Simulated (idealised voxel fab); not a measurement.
Process module, titled voxel wiring stack
In the cross-section labelled cut, the width is 160 nm and each square cell is 5 nm.
How to read a cross-section here: the picture is a grid of square cells, written as bands going from the top down, and any band can span one or more rows of cells. First you get the band's top height and its bottom height, in nm, and then the materials it's made of, left to right, with each width in nm. If you see a single material with "throughout", that one covers the band edge to edge. "empty" is empty space. Where do heights start? At 0: under that level the wafer as delivered is made of one material only. And the lowest band has no floor; it just carries on downward, as in "0 -> down". Width "30..40": first value at the band's top row of cells, second value at its bottom row, equal change from row to row. When a step is marked "nothing different", none of the cells in the cross-section changed during that step. "Sealed internal cavities" enumerates empty spaces isolated from the top, with no open way to it, that contain at least 8 cells, giving each as width x height at distance from the left edge, all three in nm. That trailing text on a step's line, after the settings, is the simulator's own remark on the step. overlay nm, on a step with a mask: how far to the right of its planned place the mask lay; to the left if negative.
Listed below are the process steps as planned:
1: RECEIVE: material Si
2: CONFORMAL_DEP: material SiO2, thk nm 10
3: DIRECTIONAL_DEP: material TiN, thk nm 5
4: DIRECTIONAL_DEP: material W, thk nm 15
5: PATTERN: tone cover, mask id METAL_1, material resist, width nm 20, pitch nm 35, thk nm 15, overlay nm 0
6: DIRECTIONAL_ETCH: etch materials W, depth nm 15
7: DIRECTIONAL_ETCH: etch materials TiN, depth nm 5
8: STRIP: etch materials resist
9: CONFORMAL_DEP: material SiCN, thk nm 5
10: FILL_DEP: material lowk, thk nm 5
11: CMP: height nm 30
12: CONFORMAL_DEP: material SiCN, thk nm 5
13: DIRECTIONAL_DEP: material lowk, thk nm 35
14: DIRECTIONAL_DEP: material aC, thk nm 10
15: PATTERN: tone open, mask id METAL_2, material resist, width nm 20, pitch nm 35, thk nm 30, overlay nm 0
16: DIRECTIONAL_ETCH: etch materials aC, depth nm 10
17: STRIP: etch materials resist
18: DIRECTIONAL_ETCH: etch materials lowk, depth nm 20
19: STRIP: etch materials aC
20: DIRECTIONAL_DEP: material aC, thk nm 10
21: PATTERN: tone open, mask id METAL_2_HOLES, material resist, width nm 15, thk nm 30, overlay nm 0
22: DIRECTIONAL_ETCH: etch materials aC, depth nm 10
23: STRIP: etch materials resist
24: DIRECTIONAL_ETCH: etch materials lowk, depth nm 15
25: DIRECTIONAL_ETCH: etch materials SiCN, depth nm 5
26: STRIP: etch materials aC
27: CONFORMAL_DEP: material TiN, thk nm 5
28: FILL_DEP: material Cu, thk nm 10
29: CMP: height nm 70
30: CONFORMAL_DEP: material SiCN, thk nm 5
31: DIRECTIONAL_DEP: material SiO2, thk nm 25
32: DIRECTIONAL_DEP: material aC, thk nm 10
33: PATTERN: tone open, mask id METAL_3_HOLES, material resist, width nm 15, pitch nm 35, thk nm 30, overlay nm 0
34: DIRECTIONAL_ETCH: etch materials aC, depth nm 10
35: STRIP: etch materials resist
36: DIRECTIONAL_ETCH: etch materials SiO2, depth nm 25
37: STRIP: etch materials aC
38: PATTERN: tone open, mask id METAL_3, material resist, width nm 20, pitch nm 35, thk nm 15, overlay nm 0
39: DIRECTIONAL_ETCH: etch materials SiO2, depth nm 15
40: DIRECTIONAL_ETCH: etch materials SiCN, depth nm 5
41: STRIP: etch materials resist
42: CONFORMAL_DEP: material TiN, thk nm 5
43: FILL_DEP: material Ru, thk nm 5
44: CMP: height nm 100
45: CONFORMAL_DEP: material SiCN, thk nm 5
Shown in cross-section is the wafer as received, that is, as it stands after step 1:
- 0 -> down = Si throughout
- Sealed internal cavities: none
Cross-section, first of two wafers, end of module, run as planned:
- 105 -> 100 = SiCN throughout
- 100 -> 90 = SiO2 (50) | TiN (5) | Ru (10) | TiN (5) | SiO2 (15) | TiN (5) | Ru (10) | TiN (5) | SiO2 (55)
- 90 -> 85 = SiO2 (50) | TiN (5) | Ru (5) | TiN (10) | SiO2 (15) | TiN (5) | Ru (5) | TiN (10) | SiO2 (55)
- 85 -> 75 = SiO2 (50) | TiN (5) | Ru (5) | TiN (5) | SiO2 (20) | TiN (5) | Ru (5) | TiN (5) | SiO2 (60)
- 75 -> 70 = SiCN (50) | TiN (15) | SiCN (20) | TiN (15) | SiCN (60)
- 70 -> 55 = lowk (50) | TiN (5) | Cu (10) | TiN (5) | lowk (15) | TiN (5) | Cu (10) | TiN (5) | lowk (55)
- 55 -> 50 = lowk (50) | TiN (5) | Cu (5) | TiN (10) | lowk (15) | TiN (20) | lowk (55)
- 50 -> 35 = lowk (50) | TiN (5) | Cu (5) | TiN (5) | lowk (95)
- 35 -> 30 = SiCN (50) | TiN (15) | SiCN (95)
- 30 -> 15 = lowk (45) | SiCN (5) | W (20) | SiCN (5) | lowk (5) | SiCN (5) | W (20) | SiCN (5) | lowk (50)
- 15 -> 10 = SiCN (50) | TiN (20) | SiCN (15) | TiN (20) | SiCN (55)
- 10 -> 0 = SiO2 throughout
- 0 -> down = Si throughout
- Sealed internal cavities: none
Cross-section at end of module for the second wafer of two, which matched the first in starting point and plan and differed by one mistake in its processing:
- 105 -> 100 = SiCN throughout
- 100 -> 90 = SiO2 (50) | TiN (5) | Ru (10) | TiN (5) | SiO2 (15) | TiN (5) | Ru (10) | TiN (5) | SiO2 (55)
- 90 -> 85 = SiO2 (50) | TiN (5) | Ru (5) | TiN (10) | SiO2 (15) | TiN (5) | Ru (5) | TiN (10) | SiO2 (55)
- 85 -> 75 = SiO2 (50) | TiN (5) | Ru (5) | TiN (5) | SiO2 (20) | TiN (5) | Ru (5) | TiN (5) | SiO2 (60)
- 75 -> 70 = SiCN (50) | TiN (15) | SiCN (20) | TiN (15) | SiCN (60)
- 70 -> 60 = lowk (45) | TiN (5) | Cu (15) | TiN (5) | lowk (15) | TiN (5) | Cu (10) | TiN (5) | lowk (55)
- 60 -> 55 = lowk (45) | TiN (10) | Cu (10) | TiN (5) | lowk (15) | TiN (5) | Cu (10) | TiN (5) | lowk (55)
- 55 -> 50 = lowk (50) | TiN (5) | Cu (10) | TiN (5) | lowk (15) | TiN (20) | lowk (55)
- 50 -> 35 = lowk (50) | TiN (5) | Cu (10) | TiN (5) | lowk (90)
- 35 -> 30 = SiCN (50) | TiN (20) | SiCN (90)
- 30 -> 15 = lowk (45) | SiCN (5) | W (20) | SiCN (5) | lowk (5) | SiCN (5) | W (20) | SiCN (5) | lowk (50)
- 15 -> 10 = SiCN (50) | TiN (20) | SiCN (15) | TiN (20) | SiCN (55)
- 10 -> 0 = SiO2 throughout
- 0 -> down = Si throughout
- Sealed internal cavities: none
Short version of what went wrong: step 21 did not use the planned setting and instead ran as PATTERN: tone open, mask id METAL_2_HOLES, material resist, width nm 25, thk nm 30, overlay nm 0
The closing comparison, in cells, has the second wafer with more or fewer of some materials than the first: 6 more of Cu; 1 fewer of SiCN; 1 more of TiN; 6 fewer of lowk
